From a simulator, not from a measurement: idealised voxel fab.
Proc. module: voxel released beams
Cross-section cut: width 280 nm, square cells of 5 nm.
Heads up, the way a cross-section reads in here is a grid of square cells, handed over as bands from the top down, with every band being one or more rows of cells.
Heads up on the band format: heights come first, top then bottom, in nm. After that it's the materials left to right, each with its width in nm. A single material flagged "all across" fills the whole band edge to edge, and "blank" means there's empty space there.
Heads up on the height convention: 0 is the point under which the incoming wafer is all one material, and the lowest band has no bottom, it just keeps going down, like "0 down".
Graded width ("30 to 40"): value in top row of band = first number; value in bottom row = second number; row-to-row change constant.
When a step is marked "remained the same", none of the cells in the cross-section changed during that step.
"Voids, fully enclosed": empty spaces of 8 cells or more with no open way to the top, each given as width x height at distance, distance from the left edge, all in nm.
Read whatever lies past the settings on a step's line as the simulator's own remark about the step.
"overlay nm", when on a step's line for a step with a mask, measures how far to the right of its planned place the mask lay; a negative measure means to the left.

**The planned process steps are enumerated hereunder**
1. RECEIVE [material Si]
2. CONFORMAL_DEP [material Al2O3] [thk nm 10]
3. DIRECTIONAL_DEP [material SiO2] [thk nm 15]
4. DIRECTIONAL_DEP [material aC] [thk nm 15]
5. PATTERN [tone open] [mask id ANCHOR] [material resist] [width nm 40] [thk nm 30] [overlay nm 0]
6. DIRECTIONAL_ETCH [etch materials aC] [depth nm 15]
7. STRIP [etch materials resist]
8. DIRECTIONAL_ETCH [etch materials SiO2] [depth nm 15]
9. STRIP [etch materials aC]
10. CONFORMAL_DEP [material SiN] [thk nm 15]
11. DIRECTIONAL_DEP [material aC] [thk nm 5]
12. PATTERN [tone cover] [mask id BEAM] [material resist] [width nm 110] [thk nm 35] [overlay nm 0]
13. DIRECTIONAL_ETCH [etch materials aC] [depth nm 15]
14. STRIP [etch materials resist]
15. DIRECTIONAL_ETCH [etch materials SiN] [depth nm 15]
16. STRIP [etch materials aC]
17. STRIP [etch materials SiO2]
Every wafer here starts from the same state; it is the step 11 thk nm that distinguishes them, and the value the plan gives belongs to the first wafer.

**First wafer of several, as received: cross-section after step 1**
    0 down = Si all across
    Voids, fully enclosed: none

**For your reference, the table is organized with a row per wafer; each row reflects the wafer at the end of the module, indicating for each material the cells gained (+) or lost (-) since receipt, and thereafter its closed voids**
thk nm 5 | +112 Al2O3 | +84 SiN | Voids, fully enclosed: none
thk nm 10 | +112 Al2O3 | +84 SiN | Voids, fully enclosed: none
thk nm 15 | +112 Al2O3 | +84 SiN | Voids, fully enclosed: none
thk nm 20 | +112 Al2O3 | +186 SiN | +144 SiO2 | Voids, fully enclosed: none
thk nm 25 | +112 Al2O3 | +186 SiN | +144 SiO2 | Voids, fully enclosed: none
thk nm 30 | +112 Al2O3 | +186 SiN | +144 SiO2 | Voids, fully enclosed: none
